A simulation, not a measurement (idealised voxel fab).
This section sets out a process module, namely voxel self aligned contacts.
Cross-section cut spans 260 nm and uses square cells 5 nm in size.
When this document writes out a cross-section, it uses a grid of square cells and lists it as bands, beginning at the top and moving down, with a band standing for one or more rows of cells.
This entry defines a band. It first specifies the height of the band's top and the height of its bottom in nm, and then specifies the band's materials from left to right, stating each material with its width in nm. The word "throughout" identifies a single material that fills the band from edge to edge, while the word "empty" identifies empty space.
All heights in this document are referenced to 0, defined as the level beneath which the wafer, as received, consists entirely of one material. The lowest band is not bounded below; it extends indefinitely downward and is written in the form "from 0 down".
It should be noted that a width expressed as "30..40" varies in equal increments from row to row of cells within the band, taking the value of the first number at the top row and that of the second number at the bottom row.
Where a step carries "no alterations made", the cross-section came out of it unchanged, cell for cell.
What "Enclosed internal cavities" gives you is every empty space of 8 cells or more that is cut off from the top. Each appears as width x height at distance, with the distance taken from the left edge and width, height and distance all in nm.
That trailing text on a step's line, after the settings, is the simulator's own remark on the step.
Steps that use a mask can have "overlay nm" on their line. It says how far the mask sat to the right of where it was meant to be. Negative means to the left.
[The process steps that were planned are listed below]
step 1: RECEIVE [material Si]
step 2: OXIDIZE [depth nm 5]
step 3: DIRECTIONAL_DEP [material polySi] [thk nm 30]
step 4: DIRECTIONAL_DEP [material SiN] [thk nm 15]
step 5: MASKED_ETCH [tone cover] [mask id GATE] [width nm 25] [pitch nm 60] [etch materials SiN] [depth nm 15] [overlay nm 0]
step 6: MASKED_ETCH [tone cover] [mask id GATE] [width nm 25] [pitch nm 60] [etch materials polySi] [depth nm 30] [overlay nm 0]
step 7: CONFORMAL_DEP [material SiN] [thk nm 5]
step 8: DIRECTIONAL_ETCH [etch materials SiN] [depth nm 5]
step 9: FILL_DEP [material SiO2] [thk nm 20]
step 10: CMP [height nm 55]
step 11: MASKED_ETCH [tone open] [mask id CONTACT] [width nm 45] [etch materials SiO2] [depth nm 60] [overlay nm 0]
step 12: CONFORMAL_DEP [material TiN] [thk nm 5]
step 13: FILL_DEP [material W] [thk nm 10]
step 14: CMP [height nm 55]
step 15: CONFORMAL_DEP [material SiN] [thk nm 5]
[Cross-section of the wafer as it came to us, i.e., already through step 1]
from 0 down = Si throughout
Enclosed internal cavities: none
[Wafer at module end, in section. Began as above, planned as above, run with one mistake]
from 60 to 55 = SiN throughout
from 55 to 45 = SiO2 115 | TiN 5 | W 35..15 | TiN 5..25 | SiO2 100
from 45 to 30 = SiO2 80 | SiN 35 | TiN 5 | W 15 | TiN 5 | SiN 35 | SiO2 85
from 30 to 0 = SiO2 80 | SiN 5 | polySi 25 | SiN 5 | TiN 5 | W 15 | TiN 5 | SiN 5 | polySi 25 | SiN 5 | SiO2 85
from 0 to -5 = SiO2 115 | TiN 25 | SiO2 120
from -5 down = Si throughout
Enclosed internal cavities: none
In executing the process, a mistake was made relative to the plan: step 11 did not use the planned setting and instead ran as MASKED_ETCH [tone open] [mask id CONTACT] [width nm 45] [etch materials SiO2] [depth nm 60] [overlay nm 10]
